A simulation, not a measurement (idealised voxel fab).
Process module name: voxel wiring stack
Each square cell in cross-section cut measures 5 nm, and the section as a whole is 220 nm wide.
In this document a cross-section is written as a grid of square cells. It is given as a series of bands, listed from the top down, and a band is one or more rows of cells.
Band: top and bottom heights (nm) first, top before bottom; then materials from left to right, widths in nm. "all across" marks a sole material filling the band edge to edge. "empty" denotes empty space.
Heights are reckoned from 0. Under this level, the received wafer is all of one material. The bottommost band is open-ended downward, for example "0 down".
Per-row width for "30->40": begins at first number (top row of band), ends at second number (bottom row), increment between rows held constant.
"changes: none" -> step changed no cross-section cell.
Voids not open to the top, 8 cells minimum: see "Fully sealed voids". Written width x height at distance; distance is from the left edge; nm.
What comes after the settings on a step's line is commentary from the simulator itself on that step.
"overlay nm" denotes, for a step that has a mask, the displacement of the mask to the right of its planned place, with negative values corresponding to the left.

**Listed below are the process steps as planned**
| 1 | RECEIVE [material Si] |
| 2 | CONFORMAL_DEP [material SiO2] [thk nm 10] |
| 3 | CONFORMAL_DEP [material SiN] [thk nm 5] |
| 4 | DIRECTIONAL_DEP [material lowk] [thk nm 20] |
| 5 | MASKED_ETCH [tone open] [mask id METAL_1] [width nm 30] [pitch nm 50] [etch materials lowk] [depth nm 20] [overlay nm 0] |
| 6 | MASKED_ETCH [tone open] [mask id METAL_1] [width nm 30] [pitch nm 50] [etch materials SiN] [depth nm 5] [overlay nm 0] |
| 7 | CONFORMAL_DEP [material TiN] [thk nm 5] |
| 8 | FILL_DEP [material Cu] [thk nm 10] |
| 9 | CMP [height nm 35] |
| 10 | EPI [material Ru] [thk nm 5] |
| 11 | FILL_DEP [material SiCN] [thk nm 5] |
| 12 | DIRECTIONAL_DEP [material lowk] [thk nm 20] |
| 13 | MASKED_ETCH [tone open] [mask id PLUG_1] [width nm 15] [etch materials lowk] [depth nm 20] [overlay nm 0] |
| 14 | MASKED_ETCH [tone open] [mask id PLUG_1] [width nm 15] [etch materials SiCN] [depth nm 5] [overlay nm 0] |
| 15 | EPI [material Ru] [thk nm 10] |
| 16 | EPI [material Ru] [thk nm 10] |
| 17 | EPI [material Ru] [thk nm 5] |
| 18 | CONFORMAL_DEP [material SiN] [thk nm 5] |
| 19 | DIRECTIONAL_DEP [material lowk] [thk nm 25] |
| 20 | MASKED_ETCH [tone open] [mask id METAL_2] [width nm 30] [pitch nm 50] [etch materials lowk] [depth nm 25] [overlay nm 0] |
| 21 | MASKED_ETCH [tone open] [mask id METAL_2] [width nm 30] [pitch nm 50] [etch materials SiN] [depth nm 5] [overlay nm 0] |
| 22 | CONFORMAL_DEP [material TiN] [thk nm 5] |
| 23 | FILL_DEP [material W] [thk nm 10] |
| 24 | CMP [height nm 95] |
| 25 | CONFORMAL_DEP [material SiCN] [thk nm 5] |
| 26 | DIRECTIONAL_DEP [material SiO2] [thk nm 15] |
| 27 | PATTERN [tone open] [mask id PLUG_2] [material resist] [width nm 15] [pitch nm 50] [thk nm 20] [overlay nm 0] |
| 28 | DIRECTIONAL_ETCH [etch materials SiO2] [depth nm 15] |
| 29 | DIRECTIONAL_ETCH [etch materials SiCN] [depth nm 5] |
| 30 | STRIP [etch materials resist] |
| 31 | EPI [material Ru] [thk nm 10] |
| 32 | EPI [material Ru] [thk nm 10] |
| 33 | CONFORMAL_DEP [material SiCN] [thk nm 5] |
| 34 | DIRECTIONAL_DEP [material SiO2] [thk nm 15] |
| 35 | MASKED_ETCH [tone open] [mask id METAL_3] [width nm 30] [pitch nm 50] [etch materials SiO2] [depth nm 15] [overlay nm 0] |
| 36 | MASKED_ETCH [tone open] [mask id METAL_3] [width nm 30] [pitch nm 50] [etch materials SiCN] [depth nm 5] [overlay nm 0] |
| 37 | CONFORMAL_DEP [material TiN] [thk nm 5] |
| 38 | FILL_DEP [material W] [thk nm 5] |
| 39 | CMP [height nm 135] |
| 40 | EPI [material Ru] [thk nm 5] |
| 41 | FILL_DEP [material SiCN] [thk nm 5] |
| 42 | DIRECTIONAL_DEP [material SiO2] [thk nm 10] |
| 43 | MASKED_ETCH [tone open] [mask id PLUG_3] [width nm 15] [pitch nm 50] [etch materials SiO2] [depth nm 10] [overlay nm 0] |
| 44 | MASKED_ETCH [tone open] [mask id PLUG_3] [width nm 15] [pitch nm 50] [etch materials SiCN] [depth nm 5] [overlay nm 0] |
| 45 | EPI [material Ru] [thk nm 10] |
| 46 | EPI [material Ru] [thk nm 5] |
| 47 | CONFORMAL_DEP [material SiCN] [thk nm 5] |
| 48 | DIRECTIONAL_DEP [material lowk] [thk nm 15] |
| 49 | MASKED_ETCH [tone open] [mask id METAL_4] [width nm 30] [pitch nm 50] [etch materials lowk] [depth nm 15] [overlay nm 0] |
| 50 | MASKED_ETCH [tone open] [mask id METAL_4] [width nm 30] [pitch nm 50] [etch materials SiCN] [depth nm 5] [overlay nm 0] |
| 51 | CONFORMAL_DEP [material TiN] [thk nm 5] |
| 52 | FILL_DEP [material W] [thk nm 10] |
| 53 | CMP [height nm 175] |
| 54 | CONFORMAL_DEP [material SiCN] [thk nm 5] |

**Cross-section of the wafer upon arrival, representing the state reached after step 1**
  0 down: Si all across
  Fully sealed voids: none

**End state of the module in cross-section, given the above starting point and plan and one mistake in execution**
  180 to 175: SiCN all across
  175 to 160: 70 nm lowk, then 5 nm TiN, then 20 nm W, then 5 nm TiN, then 20 nm lowk, then 5 nm TiN, then 20 nm W, then 5 nm TiN, then 70 nm lowk
  160 to 155: 70 nm SiCN, then 30 nm TiN, then 20 nm SiCN, then 30 nm TiN, then 70 nm SiCN
  155 to 145: 70 nm SiO2, then 15 nm Ru, then 35 nm SiO2, then 15 nm Ru, then 85 nm SiO2
  145 to 135: 70->65 nm SiCN, then 15->40 nm Ru, then 35->10 nm SiCN, then 15->40 nm Ru, then 85->65 nm SiCN
  135 to 120: 70 nm SiO2, then 5 nm TiN, then 20 nm W, then 5 nm TiN, then 20 nm SiO2, then 5 nm TiN, then 20 nm W, then 5 nm TiN, then 70 nm SiO2
  120 to 115: 70 nm SiCN, then 30 nm TiN, then 20 nm SiCN, then 30 nm TiN, then 70 nm SiCN
  115 to 100: 70 nm SiO2, then 15 nm Ru, then 35 nm SiO2, then 15 nm Ru, then 85 nm SiO2
  100 to 95: 70 nm SiCN, then 15 nm Ru, then 35 nm SiCN, then 15 nm Ru, then 85 nm SiCN
  95 to 75: 70 nm lowk, then 5 nm TiN, then 25 nm W, then 5 nm TiN, then 15 nm lowk, then 5 nm TiN, then 25 nm W, then 5 nm TiN, then 65 nm lowk
  75 to 70: 70 nm lowk, then 5 nm TiN, then 20 nm W, then 10 nm TiN, then 15 nm lowk, then 5 nm TiN, then 20 nm W, then 10 nm TiN, then 65 nm lowk
  70 to 65: 70 nm SiN, then 30 nm TiN, then 20 nm SiN, then 30 nm TiN, then 70 nm SiN
  65 to 45: 70 nm lowk, then 15 nm Ru, then 135 nm lowk
  45 to 40: 70 nm SiCN, then 15 nm Ru, then 135 nm SiCN
  40 to 35: 65 nm SiCN, then 40 nm Ru, then 10 nm SiCN, then 40 nm Ru, then 65 nm SiCN
  35 to 15: 70 nm lowk, then 5 nm TiN, then 20 nm Cu, then 5 nm TiN, then 20 nm lowk, then 5 nm TiN, then 20 nm Cu, then 5 nm TiN, then 70 nm lowk
  15 to 10: 70 nm SiN, then 30 nm TiN, then 20 nm SiN, then 30 nm TiN, then 70 nm SiN
  10 to 0: SiO2 all across
  0 down: Si all across
  Fully sealed voids: none
Here's what went sideways: step 20 did not use the planned setting and instead ran as MASKED_ETCH [tone open] [mask id METAL_2] [width nm 35] [pitch nm 50] [etch materials lowk] [depth nm 25] [overlay nm 0]
